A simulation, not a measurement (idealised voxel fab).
The document below concerns the process module designated voxel trench capacitor.
It is cross-section cut that appears here, measuring 240 nm in width, its square cells being 5 nm in size.
Each cross-section below is a grid of square cells, stated as bands in top-down order, with one or more rows of cells making up each band.
Band entry format. Leading values: height of top, height of bottom, nm. Remainder: materials in left-to-right order, each with its width in nm. Special words: "edge to edge" on a single material, which then fills the band edge to edge; "blank", empty space.
Basically, 0 is our baseline, since under it the wafer straight out of the box is all one material. The bottom band has no lower end and keeps on going down, so it looks like "0..down".
The expression "30..40" gives the width at the extremes of the band, the first number at its top row of cells and the second at its bottom row, with the width changing by equal amounts from each row to the next in between.
What does "no modifications" mean for a step? It means no cell of the cross-section changed in that step.
"Trapped cavities": empty spaces of 8 cells or more with no open way to the top, each given as width x height at distance, distance from the left edge, all in nm.
Where a step's line continues beyond its settings, the continuation is a remark by the simulator itself on that step.
overlay nm: right-of-plan distance of the mask on a masked step; negative values mean left-of-plan.
**The steps planned for the process are as follows**
1: RECEIVE (material Si)
2: CONFORMAL_DEP (material SiN; thk nm 10)
3: MASKED_ETCH (tone open; mask id TRENCH; width nm 25; pitch nm 40; etch materials SiN; depth nm 10; overlay nm -15)
4: MASKED_ETCH (tone open; mask id TRENCH; width nm 25; pitch nm 40; etch materials Si; depth nm 25; overlay nm 0)
5: CONFORMAL_DEP (material Al2O3; thk nm 5)
6: CONFORMAL_DEP (material TiN; thk nm 5)
7: FILL_DEP (material W; thk nm 10)
8: CMP (height nm 10)
Same starting wafers, different overlay nm at step 3. Plan value belongs to the first wafer.
**This is how the first of several wafers looked in cross-section when it arrived, which is after step 1**
	0..down  Si edge to edge
	Trapped cavities: none
**Shown in cross-section: the first of several wafers at the end of the module, after its last step, step 8**
	10..5  30 of SiN, 5 of Al2O3, 15 of TiN, 5 of Al2O3, 15 of SiN, 5 of Al2O3, 15 of TiN, 5 of Al2O3, 15 of SiN, 5 of Al2O3, 15 of TiN, 5 of Al2O3, 15 of SiN, 5 of Al2O3, 15 of TiN, 5 of Al2O3, 65 of SiN
	5..0  30 of SiN, 25 of Al2O3, 15 of SiN, 25 of Al2O3, 15 of SiN, 25 of Al2O3, 15 of SiN, 25 of Al2O3, 65 of SiN
	0..-25  45 of Si, 10 of Al2O3, 30 of Si, 10 of Al2O3, 30 of Si, 10 of Al2O3, 30 of Si, 10 of Al2O3, 65 of Si
	-25..down  Si edge to edge
	Trapped cavities: none
**last wafer at the end**
	10..5  60 of SiN, 5 of Al2O3, 15 of TiN, 5 of Al2O3, 15 of SiN, 5 of Al2O3, 15 of TiN, 5 of Al2O3, 15 of SiN, 5 of Al2O3, 15 of TiN, 5 of Al2O3, 15 of SiN, 5 of Al2O3, 15 of TiN, 5 of Al2O3, 35 of SiN
	5..0  60 of SiN, 25 of Al2O3, 15 of SiN, 25 of Al2O3, 15 of SiN, 25 of Al2O3, 15 of SiN, 25 of Al2O3, 35 of SiN
	0..-25  60 of Si, 10 of Al2O3, 30 of Si, 10 of Al2O3, 30 of Si, 10 of Al2O3, 30 of Si, 10 of Al2O3, 50 of Si
	-25..down  Si edge to edge
	Trapped cavities: none
**The rows of the table below are wafers. Looking at the end of the module, a row counts, for every material, the cells the wafer has gained, shown as (+), or lost, shown as (-), since it was received; its closed voids come next**
overlay nm -15; +68 Al2O3; -40 Si; +56 SiN; +12 TiN; Trapped cavities: none
overlay nm -10; +68 Al2O3; -60 Si; +56 SiN; +32 TiN; Trapped cavities: none
overlay nm -5; +68 Al2O3; -80 Si; +56 SiN; +52 TiN; Trapped cavities: none
overlay nm 0; +68 Al2O3; -100 Si; +56 SiN; +52 TiN; +20 W; Trapped cavities: none
overlay nm 5; +68 Al2O3; -80 Si; +56 SiN; +52 TiN; Trapped cavities: none
overlay nm 10; +68 Al2O3; -60 Si; +56 SiN; +32 TiN; Trapped cavities: none
overlay nm 15; +68 Al2O3; -40 Si; +56 SiN; +12 TiN; Trapped cavities: none
